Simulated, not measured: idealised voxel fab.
The following is a process module called voxel capacitor over wiring.
Each square cell in cross-section cut measures 5 nm, and the section as a whole is 280 nm wide.
Format of a cross-section: grid, square cells. Given as bands. Order: top down. Band: one or more rows of cells. Quick guide to a band line: top height, bottom height (nm) up front; then every material left to right with its width in nm. Only one material and it's marked "full width"? Then it fills the band edge to edge. And "air" just means empty space. Measure heights from 0. That's the level where, below it, the as-received wafer is all one material. The lowest band is bottomless and extends downward; write it as in "0 nm and below". Think of "30 to 40" as a width that walks from the first number to the second as you go down the band, top row to bottom row, taking equal-sized steps from row to row. "nothing changed" for a step: no cell of the cross-section changed in that step. Enclosed voids (no open way to top), threshold 8 cells or more, entry "Voids, enclosed", notation width x height at distance, distance from left edge, nm. Text after the settings on a step's line: the simulator's own remark on that step. If you see "overlay nm" on a step's line and that step has a mask, it's telling you how far right of where it was planned the mask ended up; a negative number means it went left instead.

Here's what the planned process steps look like
1 RECEIVE | material Si
2 CONFORMAL_DEP | material SiO2 | thk nm 10
3 CONFORMAL_DEP | material SiCN | thk nm 5
4 DIRECTIONAL_DEP | material lowk | thk nm 25
5 PATTERN | tone open | mask id METAL_1 | material resist | width nm 25 | pitch nm 90 | thk nm 15 | overlay nm 0
6 DIRECTIONAL_ETCH | etch materials lowk | depth nm 25
7 DIRECTIONAL_ETCH | etch materials SiCN | depth nm 5
8 STRIP | etch materials resist
9 CONFORMAL_DEP | material TiN | thk nm 5
10 FILL_DEP | material Cu | thk nm 10
11 CMP | height nm 40
12 CONFORMAL_DEP | material SiCN | thk nm 5
13 DIRECTIONAL_DEP | material SiO2 | thk nm 15
14 DIRECTIONAL_DEP | material aC | thk nm 10
15 PATTERN | tone open | mask id PLUG_1 | material resist | width nm 15 | thk nm 30 | overlay nm 0
16 DIRECTIONAL_ETCH | etch materials aC | depth nm 10
17 STRIP | etch materials resist
18 DIRECTIONAL_ETCH | etch materials SiO2 | depth nm 15
19 DIRECTIONAL_ETCH | etch materials SiCN | depth nm 5
20 STRIP | etch materials aC
21 EPI | material Ru | thk nm 10
22 EPI | material Ru | thk nm 10
23 DIRECTIONAL_DEP | material TiN | thk nm 10
24 DIRECTIONAL_DEP | material HfO2 | thk nm 5
25 DIRECTIONAL_DEP | material TiN | thk nm 10
26 MASKED_ETCH | tone cover | mask id UPPER_PLATE | width nm 70 | etch materials TiN | depth nm 10 | overlay nm 0
27 MASKED_ETCH | tone cover | mask id UPPER_PLATE | width nm 70 | etch materials HfO2 | depth nm 5 | overlay nm 0
28 MASKED_ETCH | tone cover | mask id LOWER_PLATE | width nm 80 | etch materials TiN | depth nm 10 | overlay nm 0
29 FILL_DEP | material SiO2 | thk nm 20
30 CMP | height nm 100
31 PATTERN | tone open | mask id PLUG_2 | material resist | width nm 15 | thk nm 20 | overlay nm 0
32 DIRECTIONAL_ETCH | etch materials SiO2 | depth nm 15
33 STRIP | etch materials resist
34 CONFORMAL_DEP | material TiN | thk nm 5
35 FILL_DEP | material Ru | thk nm 5
36 CMP | height nm 100
37 CONFORMAL_DEP | material SiN | thk nm 5

Wafer cross-section on receipt, i.e. after step 1
> 0 nm and below  Si full width
> Voids, enclosed: none

End-of-module cross-section. Starting structure and process plan as above; one mistake made in running it
> 105 nm to 100 nm  SiN full width
> 100 nm to 90 nm  SiO2 100; TiN 5; Ru 5; TiN 5; SiO2 165
> 90 nm to 85 nm  SiO2 100; TiN 15; SiO2 165
> 85 nm to 75 nm  SiO2 85; TiN 5; SiO2 70; TiN 5; SiO2 115
> 75 nm to 70 nm  HfO2 full width
> 70 nm to 60 nm  TiN full width
> 60 nm to 45 nm  SiO2 90; Ru 15; SiO2 175
> 45 nm to 40 nm  SiCN 90; Ru 15; SiCN 175
> 40 nm to 15 nm  lowk 80; TiN 5; Cu 15; TiN 5; lowk 65; TiN 5; Cu 15; TiN 5; lowk 85
> 15 nm to 10 nm  SiCN 80; TiN 25; SiCN 65; TiN 25; SiCN 85
> 10 nm to 0 nm  SiO2 full width
> 0 nm and below  Si full width
> Voids, enclosed: none
The plan and the run diverged here: contrary to plan, step 26 was performed as MASKED_ETCH | tone open | mask id UPPER_PLATE | width nm 70 | etch materials TiN | depth nm 10 | overlay nm 0
